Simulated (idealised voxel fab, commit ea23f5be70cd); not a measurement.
Name of the process module below: voxel transistor to metal
Section shown: cut. Width: 185 nm. Cell size: 5 nm, square.
Each cross-section below is a grid of square cells, stated as bands in top-down order, with one or more rows of cells making up each band. Top, bottom (nm), then materials left to right with widths (nm); lone material tagged "throughout" fills the whole band edge to edge; "blank" = empty space. Heights are expressed relative to 0, this being the level below which the as-received wafer comprises one material exclusively. The lowest band is unbounded in the downward direction and is denoted as in "z 0 and below". Width spec "30 to 40" -> top row of cells at first value, bottom row at second value, equal per-row change in between. Basically "no modification" means that step didn't change any cell in the cross-section. "Closed internal voids" specifies each empty space that is not open to the top and that occupies no fewer than 8 cells, using the form width x height at distance, the distance measured from the left edge and all three quantities in nm. If you see something after the settings on a step's line, that's the simulator's own remark about that step. Steps that use a mask can have "overlay nm" on their line. It says how far the mask sat to the right of where it was meant to be. Negative means to the left. Pairs, read this way: before one process step on the one hand, after it on the other, the after cross-section ending at the lowest band that changed; the step between, settings included, beneath. Same starting wafer throughout, but possibly different runs of this module, so no pair continues from the pair above unless its entry headed "Pre-process" says so.

[Pre-process]
z 0 and below | Si throughout
Closed internal voids: none

[Cross-Section After Step]
z 0 to -5 | SiO2 throughout
Unchanged below -5.
Closed internal voids: none
Connecting step for the cross-sections above: OXIDIZE,depth nm 5

Pre-process: the pre-step structure is the one depicted after the step in the pair just above.

[Cross-Section After Step]
z 10 to 0 | SiN throughout
Unchanged below 0.
Closed internal voids: none
Connecting step for the cross-sections above: CONFORMAL_DEP,material SiN,thk nm 10

Pre-process: the pre-step structure is the one depicted after the step in the pair just above.

[Cross-Section After Step]
z 20 to 10 | aC throughout
Unchanged below 10.
Closed internal voids: none
Connecting step for the cross-sections above: DIRECTIONAL_DEP,material aC,thk nm 10

Pre-process: the pre-step structure is the one depicted after the step in the pair just above.

[Cross-Section After Step]
z 45 to 20 | 30 of blank | 120 of resist | 35 of blank
Unchanged below 20.
Closed internal voids: none
Connecting step for the cross-sections above: PATTERN,tone cover,mask id ACTIVE,material resist,width nm 120,thk nm 25,overlay nm 0

Pre-process: the pre-step structure is the one depicted after the step in the pair just above.

[Cross-Section After Step]
z 35 to 20 | 30 of blank | 120 of resist | 35 of blank
z 20 to 10 | 30 of blank | 120 of aC | 35 of blank
Unchanged below 10.
Closed internal voids: none
Connecting step for the cross-sections above: DIRECTIONAL_ETCH,etch materials aC,depth nm 10

Pre-process: the pre-step structure is the one depicted after the step in the pair just above.

[Cross-Section After Step]
z 20 to 10 | 30 of blank | 120 of aC | 35 of blank
Unchanged below 10.
Closed internal voids: none
Connecting step for the cross-sections above: STRIP,etch materials resist

Pre-process: the pre-step structure is the one depicted after the step in the pair just above.

[Cross-Section After Step]
z 20 to 10 | 30 of blank | 120 of aC | 35 of blank
z 10 to 0 | 30 of blank | 120 of SiN | 35 of blank
Unchanged below 0.
Closed internal voids: none
Connecting step for the cross-sections above: DIRECTIONAL_ETCH,etch materials SiN,depth nm 10

Pre-process: the pre-step structure is the one depicted after the step in the pair just above.

[Cross-Section After Step]
z 20 to 10 | 30 of blank | 120 of aC | 35 of blank
z 10 to 0 | 30 of blank | 120 of SiN | 35 of blank
z 0 to -5 | 30 of blank | 120 of SiO2 | 35 of blank
Unchanged below -5.
Closed internal voids: none
Connecting step for the cross-sections above: DIRECTIONAL_ETCH,etch materials SiO2,depth nm 5

Pre-process: the pre-step structure is the one depicted after the step in the pair just above.

[Cross-Section After Step]
z 20 to 10 | 30 of blank | 120 of aC | 35 of blank
z 10 to 0 | 30 of blank | 120 of SiN | 35 of blank
z 0 to -5 | 30 of blank | 120 of SiO2 | 35 of blank
z -5 to -25 | 30 of blank | 120 of Si | 35 of blank
Unchanged below -25.
Closed internal voids: none
Connecting step for the cross-sections above: DIRECTIONAL_ETCH,etch materials Si,depth nm 20

Pre-process: the pre-step structure is the one depicted after the step in the pair just above.

[Cross-Section After Step]
z 10 to 0 | 30 of blank | 120 of SiN | 35 of blank
Unchanged below 0.
Closed internal voids: none
Connecting step for the cross-sections above: STRIP,etch materials aC

Pre-process: the pre-step structure is the one depicted after the step in the pair just above.

[Cross-Section After Step]
z 10 to 0 | 30 of blank | 120 of SiN | 35 of blank
z 0 to -5 | 30 of blank | 120 of SiO2 | 35 of blank
z -5 to -25 | 30 of blank | 5 of SiO2 | 110 of Si | 5 of SiO2 | 35 of blank
z -25 to -30 | 35 of SiO2 | 110 of Si | 40 of SiO2
Unchanged below -30.
Closed internal voids: none
Connecting step for the cross-sections above: OXIDIZE,depth nm 5

Pre-process: the pre-step structure is the one depicted after the step in the pair just above.

[Cross-Section After Step]
z 15 to 10 | SiO2 throughout
z 10 to 0 | 30 of SiO2 | 120 of SiN | 35 of SiO2
z 0 to -5 | SiO2 throughout
z -5 to -30 | 35 of SiO2 | 110 of Si | 40 of SiO2
Unchanged below -30.
Closed internal voids: none
Connecting step for the cross-sections above: FILL_DEP,material SiO2,thk nm 5

Pre-process: the pre-step structure is the one depicted after the step in the pair just above.

[Cross-Section After Step]
z 10 to 0 | 30 of SiO2 | 120 of SiN | 35 of SiO2
Unchanged below 0.
Closed internal voids: none
Connecting step for the cross-sections above: CMP,height nm 10

Pre-process: the pre-step structure is the one depicted after the step in the pair just above.

[Cross-Section After Step]
z 10 to 5 | 30 of blank | 120 of SiN | 35 of blank
Unchanged below 5.
Closed internal voids: none
Connecting step for the cross-sections above: SELECTIVE_ETCH,etch materials SiO2,depth nm 5

Pre-process: the pre-step structure is the one depicted after the step in the pair just above.

[Cross-Section After Step]
z 5 to 0 | 30 of SiO2 | 120 of blank | 35 of SiO2
Unchanged below 0.
Closed internal voids: none
Connecting step for the cross-sections above: STRIP,etch materials SiN

Pre-process: the pre-step structure is the one depicted after the step in the pair just above.

[Cross-Section After Step]
z 0 to -5 | 25 of SiO2 | 130 of blank | 30 of SiO2
Unchanged below -5.
Closed internal voids: none
Connecting step for the cross-sections above: SELECTIVE_ETCH,etch materials SiO2,depth nm 5

Pre-process: the pre-step structure is the one depicted after the step in the pair just above.

[Cross-Section After Step]
z 0 to -5 | 25 of SiO2 | 130 of blank | 30 of SiO2
z -5 to -10 | SiO2 throughout
Unchanged below -10.
Closed internal voids: none
Connecting step for the cross-sections above: OXIDIZE,depth nm 5

Pre-process: the pre-step structure is the one depicted after the step in the pair just above.

[Cross-Section After Step]
z 25 to 20 | 25 of polySi | 130 of blank | 30 of polySi
z 20 to 0 | polySi throughout
z 0 to -5 | 25 of SiO2 | 130 of polySi | 30 of SiO2
Unchanged below -5.
Closed internal voids: none
Connecting step for the cross-sections above: DIRECTIONAL_DEP,material polySi,thk nm 25

Pre-process: the pre-step structure is the one depicted after the step in the pair just above.

[Cross-Section After Step]
z 35 to 30 | 25 of SiCN | 130 of blank | 30 of SiCN
z 30 to 25 | SiCN throughout
z 25 to 20 | 25 of polySi | 130 of SiCN | 30 of polySi
Unchanged below 20.
Closed internal voids: none
Connecting step for the cross-sections above: DIRECTIONAL_DEP,material SiCN,thk nm 10

Pre-process: the pre-step structure is the one depicted after the step in the pair just above.

[Cross-Section After Step]
z 50 to 35 | 75 of blank | 30 of resist | 80 of blank
z 35 to 30 | 25 of SiCN | 50 of blank | 30 of resist | 50 of blank | 30 of SiCN
Unchanged below 30.
Closed internal voids: none
Connecting step for the cross-sections above: PATTERN,tone cover,mask id GATE,material resist,width nm 30,thk nm 15,overlay nm 0

Pre-process: the pre-step structure is the one depicted after the step in the pair just above.

[Cross-Section After Step]
z 50 to 30 | 75 of blank | 30 of resist | 80 of blank
z 30 to 25 | 75 of blank | 30 of SiCN | 80 of blank
z 25 to 20 | 25 of polySi | 50 of blank | 30 of SiCN | 50 of blank | 30 of polySi
Unchanged below 20.
Closed internal voids: none
Connecting step for the cross-sections above: DIRECTIONAL_ETCH,etch materials SiCN,depth nm 20

Pre-process: the pre-step structure is the one depicted after the step in the pair just above.

[Cross-Section After Step]
z 50 to 30 | 75 of blank | 30 of resist | 80 of blank
z 30 to 20 | 75 of blank | 30 of SiCN | 80 of blank
z 20 to 0 | 75 of blank | 30 of polySi | 80 of blank
z 0 to -5 | 25 of SiO2 | 50 of blank | 30 of polySi | 50 of blank | 30 of SiO2
Unchanged below -5.
Closed internal voids: none
Connecting step for the cross-sections above: DIRECTIONAL_ETCH,etch materials polySi,depth nm 35

Pre-process: the pre-step structure is the one depicted after the step in the pair just above.

[Cross-Section After Step]
z 30 to 20 | 75 of blank | 30 of SiCN | 80 of blank
Unchanged below 20.
Closed internal voids: none
Connecting step for the cross-sections above: STRIP,etch materials resist

Pre-process: the pre-step structure is the one depicted after the step in the pair just above.

[Cross-Section After Step]
z 35 to 30 | 70 of blank | 40 of SiO2 | 75 of blank
z 30 to 20 | 70 of blank | 5 of SiO2 | 30 of SiCN | 5 of SiO2 | 75 of blank
z 20 to 5 | 70 of blank | 5 of SiO2 | 30 of polySi | 5 of SiO2 | 75 of blank
z 5 to 0 | 30 of SiO2 | 40 of blank | 5 of SiO2 | 30 of polySi | 5 of SiO2 | 40 of blank | 35 of SiO2
z 0 to -5 | 75 of SiO2 | 30 of polySi | 80 of SiO2
Unchanged below -5.
Closed internal voids: none
Connecting step for the cross-sections above: CONFORMAL_DEP,material SiO2,thk nm 5

Pre-process: the pre-step structure is the one depicted after the step in the pair just above.

[Cross-Section After Step]
z 30 to 20 | 70 of blank | 5 of SiO2 | 30 of SiCN | 5 of SiO2 | 75 of blank
z 20 to 0 | 70 of blank | 5 of SiO2 | 30 of polySi | 5 of SiO2 | 75 of blank
z 0 to -5 | 30 of SiO2 | 40 of blank | 5 of SiO2 | 30 of polySi | 5 of SiO2 | 40 of blank | 35 of SiO2
Unchanged below -5.
Closed internal voids: none
Connecting step for the cross-sections above: DIRECTIONAL_ETCH,etch materials SiO2,depth nm 5

Pre-process: the pre-step structure is the one depicted after the step in the pair just above.

[Cross-Section After Step]
z 35 to 30 | 65 of blank | 50 of SiN | 70 of blank
z 30 to 20 | 65 of blank | 5 of SiN | 5 of SiO2 | 30 of SiCN | 5 of SiO2 | 5 of SiN | 70 of blank
z 20 to 5 | 65 of blank | 5 of SiN | 5 of SiO2 | 30 of polySi | 5 of SiO2 | 5 of SiN | 70 of blank
z 5 to 0 | 35 of SiN | 30 of blank | 5 of SiN | 5 of SiO2 | 30 of polySi | 5 of SiO2 | 5 of SiN | 30 of blank | 40 of SiN
z 0 to -5 | 30 of SiO2 | 40 of SiN | 5 of SiO2 | 30 of polySi | 5 of SiO2 | 40 of SiN | 35 of SiO2
Unchanged below -5.
Closed internal voids: none
Connecting step for the cross-sections above: CONFORMAL_DEP,material SiN,thk nm 5

Pre-process: the pre-step structure is the one depicted after the step in the pair just above.

[Cross-Section After Step]
z 30 to 20 | 65 of blank | 5 of SiN | 5 of SiO2 | 30 of SiCN | 5 of SiO2 | 5 of SiN | 70 of blank
z 20 to 0 | 65 of blank | 5 of SiN | 5 of SiO2 | 30 of polySi | 5 of SiO2 | 5 of SiN | 70 of blank
z 0 to -5 | 30 of SiO2 | 5 of SiN | 30 of blank | 5 of SiN | 5 of SiO2 | 30 of polySi | 5 of SiO2 | 5 of SiN | 30 of blank | 5 of SiN | 35 of SiO2
Unchanged below -5.
Closed internal voids: none
Connecting step for the cross-sections above: DIRECTIONAL_ETCH,etch materials SiN,depth nm 5

Pre-process: the pre-step structure is the one depicted after the step in the pair just above.

[Cross-Section After Step]
z 30 to 25 | 65 of blank | 5 of SiN | 5 of blank | 30 of SiCN | 5 of blank | 5 of SiN | 70 of blank
z 25 to 20 | 65 of blank | 5 of SiN | 5 of SiO2 | 30 of SiCN | 5 of SiO2 | 5 of SiN | 70 of blank
z 20 to 0 | 65 of blank | 5 of SiN | 5 of SiO2 | 30 of polySi | 5 of SiO2 | 5 of SiN | 70 of blank
z 0 to -5 | 30 of blank | 5 of SiN | 30 of blank | 5 of SiN | 5 of SiO2 | 30 of polySi | 5 of SiO2 | 5 of SiN | 30 of blank | 5 of SiN | 35 of blank
z -5 to -10 | 35 of SiO2 | 30 of blank | 50 of SiO2 | 30 of blank | 40 of SiO2
Unchanged below -10.
Closed internal voids: none
Connecting step for the cross-sections above: DIRECTIONAL_ETCH,etch materials SiO2,depth nm 5

Pre-process: the pre-step structure is the one depicted after the step in the pair just above.

[Cross-Section After Step]
z 30 to 25 | 65 of blank | 5 of SiN | 5 of blank | 30 of SiCN | 5 of blank | 5 of SiN | 70 of blank
z 25 to 20 | 65 of blank | 5 of SiN | 5 of SiO2 | 30 of SiCN | 5 of SiO2 | 5 of SiN | 70 of blank
z 20 to 0 | 65 of blank | 5 of SiN | 5 of SiO2 | 30 of polySi | 5 of SiO2 | 5 of SiN | 70 of blank
z 0 to -5 | 30 of blank | 5 of SiN | 30 of blank | 5 of SiN | 5 of SiO2 | 30 of polySi | 5 of SiO2 | 5 of SiN | 30 of blank | 5 of SiN | 35 of blank
z -5 to -10 | 35 of SiO2 | 30 of blank | 50 of SiO2 | 30 of blank | 40 of SiO2
z -10 to -15 | 35 of SiO2 | 30 of blank | 50 of Si | 30 of blank | 40 of SiO2
Unchanged below -15.
Closed internal voids: none
Connecting step for the cross-sections above: DIRECTIONAL_ETCH,etch materials Si,depth nm 5

Pre-process: the pre-step structure is the one depicted after the step in the pair just above.

[Cross-Section After Step]
z 30 to 25 | 65 of blank | 5 of SiN | 5 of blank | 30 of SiCN | 5 of blank | 5 of SiN | 70 of blank
z 25 to 20 | 65 of blank | 5 of SiN | 5 of SiO2 | 30 of SiCN | 5 of SiO2 | 5 of SiN | 70 of blank
z 20 to 0 | 65 of blank | 5 of SiN | 5 of SiO2 | 30 of polySi | 5 of SiO2 | 5 of SiN | 70 of blank
z 0 to -5 | 30 of blank | 5 of SiN | 30 of blank | 5 of SiN | 5 of SiO2 | 30 of polySi | 5 of SiO2 | 5 of SiN | 30 of blank | 5 of SiN | 35 of blank
z -5 to -10 | 35 of SiO2 | 25 of blank | 5 of SiGe | 50 of SiO2 | 5 of SiGe | 25 of blank | 40 of SiO2
z -10 to -15 | 35 of SiO2 | 30 of SiGe | 50 of Si | 30 of SiGe | 40 of SiO2
Unchanged below -15.
Closed internal voids: none
Connecting step for the cross-sections above: EPI,material SiGe,thk nm 5

Pre-process: the pre-step structure is the one depicted after the step in the pair just above.

[Cross-Section After Step]
z 35 to 30 | SiO2 throughout
z 30 to 20 | 65 of SiO2 | 5 of SiN | 5 of SiO2 | 30 of SiCN | 5 of SiO2 | 5 of SiN | 70 of SiO2
z 20 to 0 | 65 of SiO2 | 5 of SiN | 5 of SiO2 | 30 of polySi | 5 of SiO2 | 5 of SiN | 70 of SiO2
z 0 to -5 | 30 of SiO2 | 5 of SiN | 30 of SiO2 | 5 of SiN | 5 of SiO2 | 30 of polySi | 5 of SiO2 | 5 of SiN | 30 of SiO2 | 5 of SiN | 35 of SiO2
z -5 to -10 | 60 of SiO2 | 5 of SiGe | 50 of SiO2 | 5 of SiGe | 65 of SiO2
Unchanged below -10.
Closed internal voids: none
Connecting step for the cross-sections above: FILL_DEP,material SiO2,thk nm 5

Pre-process: the pre-step structure is the one depicted after the step in the pair just above.

[Cross-Section After Step]
z 20 to 0 | 65 of SiO2 | 5 of SiN | 5 of SiO2 | 30 of polySi | 5 of SiO2 | 5 of SiN | 70 of SiO2
Unchanged below 0.
Closed internal voids: none
Connecting step for the cross-sections above: CMP,height nm 20

Pre-process: the pre-step structure is the one depicted after the step in the pair just above.

[Cross-Section After Step]
z 20 to 0 | 65 of SiO2 | 5 of SiN | 5 of SiO2 | 30 of blank | 5 of SiO2 | 5 of SiN | 70 of SiO2
z 0 to -5 | 30 of SiO2 | 5 of SiN | 30 of SiO2 | 5 of SiN | 5 of SiO2 | 30 of blank | 5 of SiO2 | 5 of SiN | 30 of SiO2 | 5 of SiN | 35 of SiO2
Unchanged below -5.
Closed internal voids: none
Connecting step for the cross-sections above: STRIP,etch materials polySi

Pre-process: the pre-step structure is the one depicted after the step in the pair just above.

[Cross-Section After Step]
z 20 to 15 | 65 of blank | 5 of SiN | 40 of blank | 5 of SiN | 70 of blank
z 15 to 0 | 65 of SiO2 | 5 of SiN | 40 of blank | 5 of SiN | 70 of SiO2
z 0 to -5 | 30 of SiO2 | 5 of SiN | 30 of SiO2 | 5 of SiN | 40 of blank | 5 of SiN | 30 of SiO2 | 5 of SiN | 35 of SiO2
z -5 to -10 | 60 of SiO2 | 5 of SiGe | 5 of SiO2 | 40 of blank | 5 of SiO2 | 5 of SiGe | 65 of SiO2
Unchanged below -10.
Closed internal voids: none
Connecting step for the cross-sections above: SELECTIVE_ETCH,etch materials SiO2,depth nm 5

Pre-process: the pre-step structure is the one depicted after the step in the pair just above.

[Cross-Section After Step]
z 25 to 20 | 60 of blank | 15 of HfO2 | 30 of blank | 15 of HfO2 | 65 of blank
z 20 to 15 | 65 of HfO2 | 5 of SiN | 5 of HfO2 | 30 of blank | 5 of HfO2 | 5 of SiN | 70 of HfO2
z 15 to 0 | 65 of SiO2 | 5 of SiN | 5 of HfO2 | 30 of blank | 5 of HfO2 | 5 of SiN | 70 of SiO2
z 0 to -5 | 30 of SiO2 | 5 of SiN | 30 of SiO2 | 5 of SiN | 5 of HfO2 | 30 of blank | 5 of HfO2 | 5 of SiN | 30 of SiO2 | 5 of SiN | 35 of SiO2
z -5 to -10 | 60 of SiO2 | 5 of SiGe | 5 of SiO2 | 40 of HfO2 | 5 of SiO2 | 5 of SiGe | 65 of SiO2
Unchanged below -10.
Closed internal voids: none
Connecting step for the cross-sections above: CONFORMAL_DEP,material HfO2,thk nm 5

Pre-process: the pre-step structure is the one depicted after the step in the pair just above.

[Cross-Section After Step]
z 30 to 25 | 55 of blank | 25 of TiN | 20 of blank | 25 of TiN | 60 of blank
z 25 to 20 | 60 of TiN | 15 of HfO2 | 5 of TiN | 20 of blank | 5 of TiN | 15 of HfO2 | 65 of TiN
z 20 to 15 | 65 of HfO2 | 5 of SiN | 5 of HfO2 | 5 of TiN | 20 of blank | 5 of TiN | 5 of HfO2 | 5 of SiN | 70 of HfO2
z 15 to 0 | 65 of SiO2 | 5 of SiN | 5 of HfO2 | 5 of TiN | 20 of blank | 5 of TiN | 5 of HfO2 | 5 of SiN | 70 of SiO2
z 0 to -5 | 30 of SiO2 | 5 of SiN | 30 of SiO2 | 5 of SiN | 5 of HfO2 | 30 of TiN | 5 of HfO2 | 5 of SiN | 30 of SiO2 | 5 of SiN | 35 of SiO2
Unchanged below -5.
Closed internal voids: none
Connecting step for the cross-sections above: CONFORMAL_DEP,material TiN,thk nm 5

Pre-process: the pre-step structure is the one depicted after the step in the pair just above.

[Cross-Section After Step]
z 35 to 30 | W throughout
z 30 to 25 | 55 of W | 25 of TiN | 20 of W | 25 of TiN | 60 of W
z 25 to 20 | 60 of TiN | 15 of HfO2 | 5 of TiN | 20 of W | 5 of TiN | 15 of HfO2 | 65 of TiN
z 20 to 15 | 65 of HfO2 | 5 of SiN | 5 of HfO2 | 5 of TiN | 20 of W | 5 of TiN | 5 of HfO2 | 5 of SiN | 70 of HfO2
z 15 to 0 | 65 of SiO2 | 5 of SiN | 5 of HfO2 | 5 of TiN | 20 of W | 5 of TiN | 5 of HfO2 | 5 of SiN | 70 of SiO2
Unchanged below 0.
Closed internal voids: none
Connecting step for the cross-sections above: FILL_DEP,material W,thk nm 5

Pre-process: the pre-step structure is the one depicted after the step in the pair just above.

[Cross-Section After Step]
z 15 to 0 | 65 of SiO2 | 5 of SiN | 5 of HfO2 | 5 of TiN | 20 of W | 5 of TiN | 5 of HfO2 | 5 of SiN | 70 of SiO2
Unchanged below 0.
Closed internal voids: none
Connecting step for the cross-sections above: CMP,height nm 15

Pre-process: the pre-step structure is the one depicted after the step in the pair just above.

[Cross-Section After Step]
z 30 to 15 | SiO2 throughout
Unchanged below 15.
Closed internal voids: none
Connecting step for the cross-sections above: DIRECTIONAL_DEP,material SiO2,thk nm 15

Pre-process: the pre-step structure is the one depicted after the step in the pair just above.

[Cross-Section After Step]
z 45 to 30 | 40 of resist | 15 of blank | 70 of resist | 15 of blank | 45 of resist
Unchanged below 30.
Closed internal voids: none
Connecting step for the cross-sections above: PATTERN,tone open,mask id CONTACT,material resist,width nm 15,pitch nm 85,thk nm 15,overlay nm 0

Pre-process: the pre-step structure is the one depicted after the step in the pair just above.

[Cross-Section After Step]
z 45 to 30 | 40 of resist | 15 of blank | 70 of resist | 15 of blank | 45 of resist
z 30 to 15 | 40 of SiO2 | 15 of blank | 70 of SiO2 | 15 of blank | 45 of SiO2
z 15 to 0 | 40 of SiO2 | 15 of blank | 10 of SiO2 | 5 of SiN | 5 of HfO2 | 5 of TiN | 20 of W | 5 of TiN | 5 of HfO2 | 5 of SiN | 10 of SiO2 | 15 of blank | 45 of SiO2
z 0 to -5 | 30 of SiO2 | 5 of SiN | 5 of SiO2 | 15 of blank | 10 of SiO2 | 5 of SiN | 5 of HfO2 | 30 of TiN | 5 of HfO2 | 5 of SiN | 10 of SiO2 | 15 of blank | 5 of SiO2 | 5 of SiN | 35 of SiO2
z -5 to -10 | 40 of SiO2 | 15 of blank | 5 of SiO2 | 5 of SiGe | 5 of SiO2 | 40 of HfO2 | 5 of SiO2 | 5 of SiGe | 5 of SiO2 | 15 of blank | 45 of SiO2
Unchanged below -10.
Closed internal voids: none
Connecting step for the cross-sections above: DIRECTIONAL_ETCH,etch materials SiO2,depth nm 40

Pre-process: the pre-step structure is the one depicted after the step in the pair just above.

[Cross-Section After Step]
z 30 to 15 | 40 of SiO2 | 15 of blank | 70 of SiO2 | 15 of blank | 45 of SiO2
Unchanged below 15.
Closed internal voids: none
Connecting step for the cross-sections above: STRIP,etch materials resist

Pre-process: the pre-step structure is the one depicted after the step in the pair just above.

[Cross-Section After Step]
z 35 to 30 | 45 of TiN | 5 of blank | 80 of TiN | 5 of blank | 50 of TiN
z 30 to 15 | 40 of SiO2 | 5 of TiN | 5 of blank | 5 of TiN | 70 of SiO2 | 5 of TiN | 5 of blank | 5 of TiN | 45 of SiO2
z 15 to 0 | 40 of SiO2 | 5 of TiN | 5 of blank | 5 of TiN | 10 of SiO2 | 5 of SiN | 5 of HfO2 | 5 of TiN | 20 of W | 5 of TiN | 5 of HfO2 | 5 of SiN | 10 of SiO2 | 5 of TiN | 5 of blank | 5 of TiN | 45 of SiO2
z 0 to -5 | 30 of SiO2 | 5 of SiN | 5 of SiO2 | 5 of TiN | 5 of blank | 5 of TiN | 10 of SiO2 | 5 of SiN | 5 of HfO2 | 30 of TiN | 5 of HfO2 | 5 of SiN | 10 of SiO2 | 5 of TiN | 5 of blank | 5 of TiN | 5 of SiO2 | 5 of SiN | 35 of SiO2
z -5 to -10 | 40 of SiO2 | 15 of TiN | 5 of SiO2 | 5 of SiGe | 5 of SiO2 | 40 of HfO2 | 5 of SiO2 | 5 of SiGe | 5 of SiO2 | 15 of TiN | 45 of SiO2
Unchanged below -10.
Closed internal voids: none
Connecting step for the cross-sections above: CONFORMAL_DEP,material TiN,thk nm 5

Pre-process: the pre-step structure is the one depicted after the step in the pair just above.

[Cross-Section After Step]
z 45 to 35 | Ru throughout
z 35 to 30 | 45 of TiN | 5 of Ru | 80 of TiN | 5 of Ru | 50 of TiN
z 30 to 15 | 40 of SiO2 | 5 of TiN | 5 of Ru | 5 of TiN | 70 of SiO2 | 5 of TiN | 5 of Ru | 5 of TiN | 45 of SiO2
z 15 to 0 | 40 of SiO2 | 5 of TiN | 5 of Ru | 5 of TiN | 10 of SiO2 | 5 of SiN | 5 of HfO2 | 5 of TiN | 20 of W | 5 of TiN | 5 of HfO2 | 5 of SiN | 10 of SiO2 | 5 of TiN | 5 of Ru | 5 of TiN | 45 of SiO2
z 0 to -5 | 30 of SiO2 | 5 of SiN | 5 of SiO2 | 5 of TiN | 5 of Ru | 5 of TiN | 10 of SiO2 | 5 of SiN | 5 of HfO2 | 30 of TiN | 5 of HfO2 | 5 of SiN | 10 of SiO2 | 5 of TiN | 5 of Ru | 5 of TiN | 5 of SiO2 | 5 of SiN | 35 of SiO2
Unchanged below -5.
Closed internal voids: none
Connecting step for the cross-sections above: FILL_DEP,material Ru,thk nm 10

Pre-process: the pre-step structure is the one depicted after the step in the pair just above.

[Cross-Section After Step]
z 30 to 15 | 40 of SiO2 | 5 of TiN | 5 of Ru | 5 of TiN | 70 of SiO2 | 5 of TiN | 5 of Ru | 5 of TiN | 45 of SiO2
Unchanged below 15.
Closed internal voids: none
Connecting step for the cross-sections above: CMP,height nm 30

Pre-process: the pre-step structure is the one depicted after the step in the pair just above.

[Cross-Section After Step]
z 35 to 30 | SiN throughout
Unchanged below 30.
Closed internal voids: none
Connecting step for the cross-sections above: CONFORMAL_DEP,material SiN,thk nm 5

Pre-process: the pre-step structure is the one depicted after the step in the pair just above.

[Cross-Section After Step]
z 60 to 35 | SiO2 throughout
Unchanged below 35.
Closed internal voids: none
Connecting step for the cross-sections above: DIRECTIONAL_DEP,material SiO2,thk nm 25

Pre-process: the pre-step structure is the one depicted after the step in the pair just above.

[Cross-Section After Step]
z 80 to 60 | 40 of resist | 15 of blank | 70 of resist | 15 of blank | 45 of resist
Unchanged below 60.
Closed internal voids: none
Connecting step for the cross-sections above: PATTERN,tone open,mask id METAL_1,material resist,width nm 15,pitch nm 85,thk nm 20,overlay nm 0

Pre-process: the pre-step structure is the one depicted after the step in the pair just above.

[Cross-Section After Step]
z 80 to 60 | 40 of resist | 15 of blank | 70 of resist | 15 of blank | 45 of resist
z 60 to 35 | 40 of SiO2 | 15 of blank | 70 of SiO2 | 15 of blank | 45 of SiO2
Unchanged below 35.
Closed internal voids: none
Connecting step for the cross-sections above: DIRECTIONAL_ETCH,etch materials SiO2,depth nm 25

Pre-process: the pre-step structure is the one depicted after the step in the pair just above.

[Cross-Section After Step]
z 80 to 60 | 40 of resist | 15 of blank | 70 of resist | 15 of blank | 45 of resist
z 60 to 35 | 40 of SiO2 | 15 of blank | 70 of SiO2 | 15 of blank | 45 of SiO2
z 35 to 30 | 40 of SiN | 15 of blank | 70 of SiN | 15 of blank | 45 of SiN
Unchanged below 30.
Closed internal voids: none
Connecting step for the cross-sections above: DIRECTIONAL_ETCH,etch materials SiN,depth nm 5

Pre-process: the pre-step structure is the one depicted after the step in the pair just above.

[Cross-Section After Step]
z 60 to 35 | 40 of SiO2 | 15 of blank | 70 of SiO2 | 15 of blank | 45 of SiO2
Unchanged below 35.
Closed internal voids: none
Connecting step for the cross-sections above: STRIP,etch materials resist

Pre-process: the pre-step structure is the one depicted after the step in the pair just above.

[Cross-Section After Step]
z 65 to 60 | 45 of TiN | 5 of blank | 80 of TiN | 5 of blank | 50 of TiN
z 60 to 35 | 40 of SiO2 | 5 of TiN | 5 of blank | 5 of TiN | 70 of SiO2 | 5 of TiN | 5 of blank | 5 of TiN | 45 of SiO2
z 35 to 30 | 40 of SiN | 15 of TiN | 70 of SiN | 15 of TiN | 45 of SiN
Unchanged below 30.
Closed internal voids: none
Connecting step for the cross-sections above: CONFORMAL_DEP,material TiN,thk nm 5

Pre-process: the pre-step structure is the one depicted after the step in the pair just above.

[Cross-Section After Step]
z 75 to 65 | Cu throughout
z 65 to 60 | 45 of TiN | 5 of Cu | 80 of TiN | 5 of Cu | 50 of TiN
z 60 to 35 | 40 of SiO2 | 5 of TiN | 5 of Cu | 5 of TiN | 70 of SiO2 | 5 of TiN | 5 of Cu | 5 of TiN | 45 of SiO2
Unchanged below 35.
Closed internal voids: none
Connecting step for the cross-sections above: FILL_DEP,material Cu,thk nm 10

Pre-process: the pre-step structure is the one depicted after the step in the pair just above.

[Cross-Section After Step]
z 60 to 35 | 40 of SiO2 | 5 of TiN | 5 of Cu | 5 of TiN | 70 of SiO2 | 5 of TiN | 5 of Cu | 5 of TiN | 45 of SiO2
Unchanged below 35.
Closed internal voids: none
Connecting step for the cross-sections above: CMP,height nm 60

Pre-process: the pre-step structure is the one depicted after the step in the pair just above.

[Cross-Section After Step]
z 65 to 60 | SiCN throughout
Unchanged below 60.
Closed internal voids: none
Connecting step for the cross-sections above: CONFORMAL_DEP,material SiCN,thk nm 5

[Pre-process]
z 30 to 20 | 75 of blank | 30 of SiCN | 80 of blank
z 20 to 0 | 75 of blank | 30 of polySi | 80 of blank
z 0 to -5 | 25 of SiO2 | 50 of blank | 30 of polySi | 50 of blank | 30 of SiO2
z -5 to -10 | SiO2 throughout
z -10 to -30 | 35 of SiO2 | 110 of Si | 40 of SiO2
z -30 and below | Si throughout
Closed internal voids: none

[Cross-Section After Step]
z 30 to 20 | 75 of blank | 30 of SiCN | 80 of blank
z 20 to -5 | 75 of blank | 30 of polySi | 80 of blank
z -5 to -10 | 25 of SiO2 | 50 of blank | 30 of SiO2 | 50 of blank | 30 of SiO2
Unchanged below -10.
Closed internal voids: none
Connecting step for the cross-sections above: DIRECTIONAL_ETCH,etch materials SiO2,depth nm 5

Pre-process: the pre-step structure is the one depicted after the step in the pair just above.

[Cross-Section After Step]
z 35 to 30 | 70 of blank | 40 of SiN | 75 of blank
z 30 to 20 | 70 of blank | 5 of SiN | 30 of SiCN | 5 of SiN | 75 of blank
z 20 to 0 | 70 of blank | 5 of SiN | 30 of polySi | 5 of SiN | 75 of blank
z 0 to -5 | 30 of SiN | 40 of blank | 5 of SiN | 30 of polySi | 5 of SiN | 40 of blank | 35 of SiN
z -5 to -10 | 25 of SiO2 | 50 of SiN | 30 of SiO2 | 50 of SiN | 30 of SiO2
Unchanged below -10.
Closed internal voids: none
Connecting step for the cross-sections above: CONFORMAL_DEP,material SiN,thk nm 5

Pre-process: the pre-step structure is the one depicted after the step in the pair just above.

[Cross-Section After Step]
z 30 to 20 | 70 of blank | 5 of SiN | 30 of SiCN | 5 of SiN | 75 of blank
z 20 to -5 | 70 of blank | 5 of SiN | 30 of polySi | 5 of SiN | 75 of blank
z -5 to -10 | 25 of SiO2 | 5 of SiN | 40 of blank | 5 of SiN | 30 of SiO2 | 5 of SiN | 40 of blank | 5 of SiN | 30 of SiO2
Unchanged below -10.
Closed internal voids: none
Connecting step for the cross-sections above: DIRECTIONAL_ETCH,etch materials SiN,depth nm 5
